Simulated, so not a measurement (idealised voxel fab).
You're looking at the process module voxel plated lines.
Square cells of 5 nm make up the cross-section cut, whose width is 240 nm.
Format of a cross-section: grid, square cells. Given as bands. Order: top down. Band: one or more rows of cells. Basically the band line says how high the top is and how high the bottom is, in nm, and then what's in it from left to right, every material with its width in nm. Empty space shows up as "air", and if a single material carries "everywhere" it runs the full band edge to edge. Heights from 0 (as-received wafer is one material below). Bottom band endless downward, as "top 0, no bottom". It should be noted that a width expressed as "30 to 40" varies in equal increments from row to row of cells within the band, taking the value of the first number at the top row and that of the second number at the bottom row. It should be understood that the words "nothing changed", when stated for a given step, signify that the cross-section underwent no change in any of its cells during that step. Enclosed voids (no open way to top), threshold 8 cells or more, entry "Completely sealed voids", notation width x height at distance, distance from left edge, nm. Note: text after step settings on the step line = simulator remark on that step. Steps that use a mask can have "overlay nm" on their line. It says how far the mask sat to the right of where it was meant to be. Negative means to the left.

## Process steps - plan
1. RECEIVE, material Si
2. CONFORMAL_DEP, material SiO2, thk nm 5
3. DIRECTIONAL_DEP, material TiN, thk nm 5
4. PATTERN, tone open, mask id LINES, material resist, width nm 15, pitch nm 50, thk nm 15, overlay nm 0
5. EPI, material Ru, thk nm 5
6. STRIP, etch materials resist
7. DIRECTIONAL_ETCH, etch materials TiN, depth nm 5
8. CONFORMAL_DEP, material SiN, thk nm 5
Where the wafers of this document differ is in the width nm of step 4; they start out the same, and the plan states the value that applied to the first wafer.

## Sectional view: first of several wafers, as received, after step 1
* top 0, no bottom = Si everywhere
* Completely sealed voids: none

## Below is a per-wafer table. In it, each row describes the wafer at the end of the module by giving, for each material, the number of cells gained (+) or lost (-) since the wafer was received, and after that the closed voids of the wafer
width nm 15, +12 Ru, +64 SiN, +48 SiO2, +12 TiN, Completely sealed voids: none
width nm 20, +16 Ru, +64 SiN, +48 SiO2, +16 TiN, Completely sealed voids: none
width nm 25, +20 Ru, +64 SiN, +48 SiO2, +20 TiN, Completely sealed voids: none
width nm 30, +24 Ru, +64 SiN, +48 SiO2, +24 TiN, Completely sealed voids: none
width nm 35, +28 Ru, +64 SiN, +48 SiO2, +28 TiN, Completely sealed voids: none
